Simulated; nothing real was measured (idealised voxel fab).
process module | voxel wiring stack
cross-section cut | 195 nm wide | cells 5 nm
A cross-section is a grid of square cells, given in bands from the top down. A band is one or more rows of cells.
Each band's line starts with the height of the band's top and of its bottom, in nm. Then come its materials from left to right, each with its width in nm. One material with "throughout" fills the band from edge to edge. "air" is empty space.
Height 0 is the level under which the wafer as received is all one material. The lowest band goes on downwards, as in "0 down".
A width such as "30 to 40" changes by the same amount from each row of cells to the next, from the band's top row to its bottom row.
"no change" after a step means that no cell of the cross-section changed.
closed voids: empty space of 8 cells or more with no open way to the top, each as width x height at its distance from the left edge, in nm
after a step's settings: what the simulator itself notes on the step
overlay nm, on a step with a mask: how far to the right of its planned place the mask lay; to the left if negative
plan
1 op RECEIVE | material Si
2 op CONFORMAL_DEP | material SiO2 | thk nm 15
3 op CONFORMAL_DEP | material SiN | thk nm 5
4 op DIRECTIONAL_DEP | material lowk | thk nm 15
5 op PATTERN | tone open | mask id METAL_1 | material resist | width nm 30 | pitch nm 45 | thk nm 15 | overlay nm 0
6 op DIRECTIONAL_ETCH | etch materials lowk | depth nm 15
7 op DIRECTIONAL_ETCH | etch materials SiN | depth nm 5
8 op STRIP | etch materials resist
9 op CONFORMAL_DEP | material TiN | thk nm 5
10 op FILL_DEP | material Cu | thk nm 10
11 op CMP | height nm 35
12 op EPI | material Ru | thk nm 5
13 op FILL_DEP | material SiCN | thk nm 5
14 op DIRECTIONAL_DEP | material lowk | thk nm 15
15 op PATTERN | tone open | mask id PLUG_1 | material resist | width nm 15 | pitch nm 45 | thk nm 15 | overlay nm 0
16 op DIRECTIONAL_ETCH | etch materials lowk | depth nm 15
17 op DIRECTIONAL_ETCH | etch materials SiCN | depth nm 5
18 op STRIP | etch materials resist
19 op EPI | material Ru | thk nm 10
20 op EPI | material Ru | thk nm 10
21 op DIRECTIONAL_DEP | material TiN | thk nm 5
22 op DIRECTIONAL_DEP | material Ru | thk nm 20
23 op MASKED_ETCH | tone cover | mask id METAL_2 | width nm 30 | pitch nm 45 | etch materials Ru | depth nm 20 | overlay nm 0
24 op MASKED_ETCH | tone cover | mask id METAL_2 | width nm 30 | pitch nm 45 | etch materials TiN | depth nm 5 | overlay nm 0
25 op FILL_DEP | material SiO2 | thk nm 5
26 op CMP | height nm 85
27 op CONFORMAL_DEP | material SiCN | thk nm 5
28 op DIRECTIONAL_DEP | material SiO2 | thk nm 30
29 op PATTERN | tone open | mask id METAL_3 | material resist | width nm 30 | pitch nm 45 | thk nm 15 | overlay nm 0
30 op DIRECTIONAL_ETCH | etch materials SiO2 | depth nm 20
31 op STRIP | etch materials resist
32 op PATTERN | tone open | mask id METAL_3_HOLES | material resist | width nm 15 | pitch nm 90 | thk nm 15 | overlay nm 0
33 op DIRECTIONAL_ETCH | etch materials SiO2 | depth nm 10
34 op DIRECTIONAL_ETCH | etch materials SiCN | depth nm 5
35 op STRIP | etch materials resist
36 op CONFORMAL_DEP | material TiN | thk nm 5
37 op FILL_DEP | material Cu | thk nm 10
38 op CMP | height nm 120
39 op CONFORMAL_DEP | material SiCN | thk nm 5
first wafer, as planned
as received, after step 1
  0 down: Si throughout
  closed voids: none
after step 2
  15 to 0: SiO2 throughout
  below 0: unchanged
after step 3
  20 to 15: SiN throughout
  below 15: unchanged
after step 4
  35 to 20: lowk throughout
  below 20: unchanged
after step 5
  50 to 35: resist 15 | air 30 | resist 15 | air 30 | resist 15 | air 30 | resist 15 | air 30 | resist 15
  below 35: unchanged
after step 6
  50 to 35: resist 15 | air 30 | resist 15 | air 30 | resist 15 | air 30 | resist 15 | air 30 | resist 15
  35 to 20: lowk 15 | air 30 | lowk 15 | air 30 | lowk 15 | air 30 | lowk 15 | air 30 | lowk 15
  below 20: unchanged
after step 7
  50 to 35: resist 15 | air 30 | resist 15 | air 30 | resist 15 | air 30 | resist 15 | air 30 | resist 15
  35 to 20: lowk 15 | air 30 | lowk 15 | air 30 | lowk 15 | air 30 | lowk 15 | air 30 | lowk 15
  20 to 15: SiN 15 | air 30 | SiN 15 | air 30 | SiN 15 | air 30 | SiN 15 | air 30 | SiN 15
  below 15: unchanged
after step 8
  35 to 20: lowk 15 | air 30 | lowk 15 | air 30 | lowk 15 | air 30 | lowk 15 | air 30 | lowk 15
  below 20: unchanged
after step 9
  40 to 35: TiN 20 | air 20 | TiN 25 | air 20 | TiN 25 | air 20 | TiN 25 | air 20 | TiN 20
  35 to 20: lowk 15 | TiN 5 | air 20 | TiN 5 | lowk 15 | TiN 5 | air 20 | TiN 5 | lowk 15 | TiN 5 | air 20 | TiN 5 | lowk 15 | TiN 5 | air 20 | TiN 5 | lowk 15
  20 to 15: SiN 15 | TiN 30 | SiN 15 | TiN 30 | SiN 15 | TiN 30 | SiN 15 | TiN 30 | SiN 15
  below 15: unchanged
after step 10
  50 to 40: Cu throughout
  40 to 35: TiN 20 | Cu 20 | TiN 25 | Cu 20 | TiN 25 | Cu 20 | TiN 25 | Cu 20 | TiN 20
  35 to 20: lowk 15 | TiN 5 | Cu 20 | TiN 5 | lowk 15 | TiN 5 | Cu 20 | TiN 5 | lowk 15 | TiN 5 | Cu 20 | TiN 5 | lowk 15 | TiN 5 | Cu 20 | TiN 5 | lowk 15
  below 20: unchanged
after step 11
  35 to 20: lowk 15 | TiN 5 | Cu 20 | TiN 5 | lowk 15 | TiN 5 | Cu 20 | TiN 5 | lowk 15 | TiN 5 | Cu 20 | TiN 5 | lowk 15 | TiN 5 | Cu 20 | TiN 5 | lowk 15
  below 20: unchanged
after step 12
  40 to 35: air 10 | Ru 40 | air 5 | Ru 40 | air 5 | Ru 40 | air 5 | Ru 40 | air 10
  below 35: unchanged
after step 13
  45 to 40: SiCN throughout
  40 to 35: SiCN 10 | Ru 40 | SiCN 5 | Ru 40 | SiCN 5 | Ru 40 | SiCN 5 | Ru 40 | SiCN 10
  below 35: unchanged
after step 14
  60 to 45: lowk throughout
  below 45: unchanged
after step 15
  75 to 60: resist 15 | air 15 | resist 30 | air 15 | resist 30 | air 15 | resist 30 | air 15 | resist 30
  below 60: unchanged
after step 16
  75 to 60: resist 15 | air 15 | resist 30 | air 15 | resist 30 | air 15 | resist 30 | air 15 | resist 30
  60 to 45: lowk 15 | air 15 | lowk 30 | air 15 | lowk 30 | air 15 | lowk 30 | air 15 | lowk 30
  below 45: unchanged
after step 17
  75 to 60: resist 15 | air 15 | resist 30 | air 15 | resist 30 | air 15 | resist 30 | air 15 | resist 30
  60 to 45: lowk 15 | air 15 | lowk 30 | air 15 | lowk 30 | air 15 | lowk 30 | air 15 | lowk 30
  45 to 40: SiCN 15 | air 15 | SiCN 30 | air 15 | SiCN 30 | air 15 | SiCN 30 | air 15 | SiCN 30
  below 40: unchanged
after step 18
  60 to 45: lowk 15 | air 15 | lowk 30 | air 15 | lowk 30 | air 15 | lowk 30 | air 15 | lowk 30
  below 45: unchanged
after step 19
  60 to 50: lowk 15 | air 15 | lowk 30 | air 15 | lowk 30 | air 15 | lowk 30 | air 15 | lowk 30
  50 to 45: lowk 15 | Ru 15 | lowk 30 | Ru 15 | lowk 30 | Ru 15 | lowk 30 | Ru 15 | lowk 30
  45 to 35: SiCN 15 to 10 | Ru 15 to 40 | SiCN 30 to 5 | Ru 15 to 40 | SiCN 30 to 5 | Ru 15 to 40 | SiCN 30 to 5 | Ru 15 to 40 | SiCN 30 to 10
  below 35: unchanged
after step 20
  60 to 45: lowk 15 | Ru 15 | lowk 30 | Ru 15 | lowk 30 | Ru 15 | lowk 30 | Ru 15 | lowk 30
  below 45: unchanged
after step 21
  65 to 60: TiN throughout
  below 60: unchanged
after step 22
  85 to 65: Ru throughout
  below 65: unchanged
after step 23
  85 to 65: air 15 | Ru 30 | air 15 | Ru 30 | air 15 | Ru 30 | air 15 | Ru 30 | air 15
  below 65: unchanged
after step 24
  85 to 65: air 15 | Ru 30 | air 15 | Ru 30 | air 15 | Ru 30 | air 15 | Ru 30 | air 15
  65 to 60: air 15 | TiN 30 | air 15 | TiN 30 | air 15 | TiN 30 | air 15 | TiN 30 | air 15
  below 60: unchanged
after step 25
  90 to 85: SiO2 throughout
  85 to 65: SiO2 15 | Ru 30 | SiO2 15 | Ru 30 | SiO2 15 | Ru 30 | SiO2 15 | Ru 30 | SiO2 15
  65 to 60: SiO2 15 | TiN 30 | SiO2 15 | TiN 30 | SiO2 15 | TiN 30 | SiO2 15 | TiN 30 | SiO2 15
  below 60: unchanged
after step 26
  85 to 65: SiO2 15 | Ru 30 | SiO2 15 | Ru 30 | SiO2 15 | Ru 30 | SiO2 15 | Ru 30 | SiO2 15
  below 65: unchanged
after step 27
  90 to 85: SiCN throughout
  below 85: unchanged
after step 28
  120 to 90: SiO2 throughout
  below 90: unchanged
after step 29
  135 to 120: resist 15 | air 30 | resist 15 | air 30 | resist 15 | air 30 | resist 15 | air 30 | resist 15
  below 120: unchanged
after step 30
  135 to 120: resist 15 | air 30 | resist 15 | air 30 | resist 15 | air 30 | resist 15 | air 30 | resist 15
  120 to 100: SiO2 15 | air 30 | SiO2 15 | air 30 | SiO2 15 | air 30 | SiO2 15 | air 30 | SiO2 15
  below 100: unchanged
after step 31
  120 to 100: SiO2 15 | air 30 | SiO2 15 | air 30 | SiO2 15 | air 30 | SiO2 15 | air 30 | SiO2 15
  below 100: unchanged
after step 32
  135 to 120: resist 15 | air 15 | resist 75 | air 15 | resist 75
  120 to 100: SiO2 15 | air 15 | resist 15 | SiO2 15 | resist 30 | SiO2 15 | air 15 | resist 15 | SiO2 15 | resist 30 | SiO2 15
  below 100: unchanged
after step 33
  135 to 120: resist 15 | air 15 | resist 75 | air 15 | resist 75
  120 to 100: SiO2 15 | air 15 | resist 15 | SiO2 15 | resist 30 | SiO2 15 | air 15 | resist 15 | SiO2 15 | resist 30 | SiO2 15
  100 to 90: SiO2 15 | air 15 | SiO2 75 | air 15 | SiO2 75
  below 90: unchanged
after step 34
  135 to 120: resist 15 | air 15 | resist 75 | air 15 | resist 75
  120 to 100: SiO2 15 | air 15 | resist 15 | SiO2 15 | resist 30 | SiO2 15 | air 15 | resist 15 | SiO2 15 | resist 30 | SiO2 15
  100 to 90: SiO2 15 | air 15 | SiO2 75 | air 15 | SiO2 75
  90 to 85: SiCN 15 | air 15 | SiCN 75 | air 15 | SiCN 75
  below 85: unchanged
after step 35
  120 to 100: SiO2 15 | air 30 | SiO2 15 | air 30 | SiO2 15 | air 30 | SiO2 15 | air 30 | SiO2 15
  below 100: unchanged
after step 36
  125 to 120: TiN 20 | air 20 | TiN 25 | air 20 | TiN 25 | air 20 | TiN 25 | air 20 | TiN 20
  120 to 105: SiO2 15 | TiN 5 | air 20 | TiN 5 | SiO2 15 | TiN 5 | air 20 | TiN 5 | SiO2 15 | TiN 5 | air 20 | TiN 5 | SiO2 15 | TiN 5 | air 20 | TiN 5 | SiO2 15
  105 to 100: SiO2 15 | TiN 5 | air 5 | TiN 20 | SiO2 15 | TiN 30 | SiO2 15 | TiN 5 | air 5 | TiN 20 | SiO2 15 | TiN 30 | SiO2 15
  100 to 90: SiO2 15 | TiN 5 | air 5 | TiN 5 | SiO2 75 | TiN 5 | air 5 | TiN 5 | SiO2 75
  90 to 85: SiCN 15 | TiN 15 | SiCN 75 | TiN 15 | SiCN 75
  below 85: unchanged
after step 37
  135 to 125: Cu throughout
  125 to 120: TiN 20 | Cu 20 | TiN 25 | Cu 20 | TiN 25 | Cu 20 | TiN 25 | Cu 20 | TiN 20
  120 to 105: SiO2 15 | TiN 5 | Cu 20 | TiN 5 | SiO2 15 | TiN 5 | Cu 20 | TiN 5 | SiO2 15 | TiN 5 | Cu 20 | TiN 5 | SiO2 15 | TiN 5 | Cu 20 | TiN 5 | SiO2 15
  105 to 100: SiO2 15 | TiN 5 | Cu 5 | TiN 20 | SiO2 15 | TiN 30 | SiO2 15 | TiN 5 | Cu 5 | TiN 20 | SiO2 15 | TiN 30 | SiO2 15
  100 to 90: SiO2 15 | TiN 5 | Cu 5 | TiN 5 | SiO2 75 | TiN 5 | Cu 5 | TiN 5 | SiO2 75
  below 90: unchanged
after step 38
  120 to 105: SiO2 15 | TiN 5 | Cu 20 | TiN 5 | SiO2 15 | TiN 5 | Cu 20 | TiN 5 | SiO2 15 | TiN 5 | Cu 20 | TiN 5 | SiO2 15 | TiN 5 | Cu 20 | TiN 5 | SiO2 15
  below 105: unchanged
after step 39
  125 to 120: SiCN throughout
  below 120: unchanged
second wafer: like start, like plan, one mistake. Through step 20 it matches the first wafer
when step 21 should have ended
  80 to 60: Ru throughout
  below 60: unchanged
when step 22 should have ended
  85 to 80: TiN throughout
  below 80: unchanged
when step 23 should have ended: no change
when step 24 should have ended
  85 to 80: air 15 | TiN 30 | air 15 | TiN 30 | air 15 | TiN 30 | air 15 | TiN 30 | air 15
  below 80: unchanged
when step 25 should have ended
  90 to 85: SiO2 throughout
  85 to 80: SiO2 15 | TiN 30 | SiO2 15 | TiN 30 | SiO2 15 | TiN 30 | SiO2 15 | TiN 30 | SiO2 15
  below 80: unchanged
when step 26 should have ended
  85 to 80: SiO2 15 | TiN 30 | SiO2 15 | TiN 30 | SiO2 15 | TiN 30 | SiO2 15 | TiN 30 | SiO2 15
  below 80: unchanged
when step 27 should have ended
  90 to 85: SiCN throughout
  below 85: unchanged
when step 28 should have ended
  120 to 90: SiO2 throughout
  below 90: unchanged
when step 29 should have ended
  135 to 120: resist 15 | air 30 | resist 15 | air 30 | resist 15 | air 30 | resist 15 | air 30 | resist 15
  below 120: unchanged
when step 30 should have ended
  135 to 120: resist 15 | air 30 | resist 15 | air 30 | resist 15 | air 30 | resist 15 | air 30 | resist 15
  120 to 100: SiO2 15 | air 30 | SiO2 15 | air 30 | SiO2 15 | air 30 | SiO2 15 | air 30 | SiO2 15
  below 100: unchanged
when step 31 should have ended
  120 to 100: SiO2 15 | air 30 | SiO2 15 | air 30 | SiO2 15 | air 30 | SiO2 15 | air 30 | SiO2 15
  below 100: unchanged
when step 32 should have ended
  135 to 120: resist 15 | air 15 | resist 75 | air 15 | resist 75
  120 to 100: SiO2 15 | air 15 | resist 15 | SiO2 15 | resist 30 | SiO2 15 | air 15 | resist 15 | SiO2 15 | resist 30 | SiO2 15
  below 100: unchanged
when step 33 should have ended
  135 to 120: resist 15 | air 15 | resist 75 | air 15 | resist 75
  120 to 100: SiO2 15 | air 15 | resist 15 | SiO2 15 | resist 30 | SiO2 15 | air 15 | resist 15 | SiO2 15 | resist 30 | SiO2 15
  100 to 90: SiO2 15 | air 15 | SiO2 75 | air 15 | SiO2 75
  below 90: unchanged
when step 34 should have ended
  135 to 120: resist 15 | air 15 | resist 75 | air 15 | resist 75
  120 to 100: SiO2 15 | air 15 | resist 15 | SiO2 15 | resist 30 | SiO2 15 | air 15 | resist 15 | SiO2 15 | resist 30 | SiO2 15
  100 to 90: SiO2 15 | air 15 | SiO2 75 | air 15 | SiO2 75
  90 to 85: SiCN 15 | air 15 | SiCN 75 | air 15 | SiCN 75
  below 85: unchanged
when step 35 should have ended
  120 to 100: SiO2 15 | air 30 | SiO2 15 | air 30 | SiO2 15 | air 30 | SiO2 15 | air 30 | SiO2 15
  below 100: unchanged
when step 36 should have ended
  125 to 120: TiN 20 | air 20 | TiN 25 | air 20 | TiN 25 | air 20 | TiN 25 | air 20 | TiN 20
  120 to 105: SiO2 15 | TiN 5 | air 20 | TiN 5 | SiO2 15 | TiN 5 | air 20 | TiN 5 | SiO2 15 | TiN 5 | air 20 | TiN 5 | SiO2 15 | TiN 5 | air 20 | TiN 5 | SiO2 15
  105 to 100: SiO2 15 | TiN 5 | air 5 | TiN 20 | SiO2 15 | TiN 30 | SiO2 15 | TiN 5 | air 5 | TiN 20 | SiO2 15 | TiN 30 | SiO2 15
  100 to 90: SiO2 15 | TiN 5 | air 5 | TiN 5 | SiO2 75 | TiN 5 | air 5 | TiN 5 | SiO2 75
  90 to 85: SiCN 15 | TiN 15 | SiCN 75 | TiN 15 | SiCN 75
  below 85: unchanged
when step 37 should have ended
  135 to 125: Cu throughout
  125 to 120: TiN 20 | Cu 20 | TiN 25 | Cu 20 | TiN 25 | Cu 20 | TiN 25 | Cu 20 | TiN 20
  120 to 105: SiO2 15 | TiN 5 | Cu 20 | TiN 5 | SiO2 15 | TiN 5 | Cu 20 | TiN 5 | SiO2 15 | TiN 5 | Cu 20 | TiN 5 | SiO2 15 | TiN 5 | Cu 20 | TiN 5 | SiO2 15
  105 to 100: SiO2 15 | TiN 5 | Cu 5 | TiN 20 | SiO2 15 | TiN 30 | SiO2 15 | TiN 5 | Cu 5 | TiN 20 | SiO2 15 | TiN 30 | SiO2 15
  100 to 90: SiO2 15 | TiN 5 | Cu 5 | TiN 5 | SiO2 75 | TiN 5 | Cu 5 | TiN 5 | SiO2 75
  below 90: unchanged
when step 38 should have ended
  120 to 105: SiO2 15 | TiN 5 | Cu 20 | TiN 5 | SiO2 15 | TiN 5 | Cu 20 | TiN 5 | SiO2 15 | TiN 5 | Cu 20 | TiN 5 | SiO2 15 | TiN 5 | Cu 20 | TiN 5 | SiO2 15
  below 105: unchanged
when step 39 should have ended
  125 to 120: SiCN throughout
  below 120: unchanged
what went wrong: steps 21 and 22 were swapped
at the end the second wafer has, in cells: 60 more of Ru | 60 fewer of SiO2
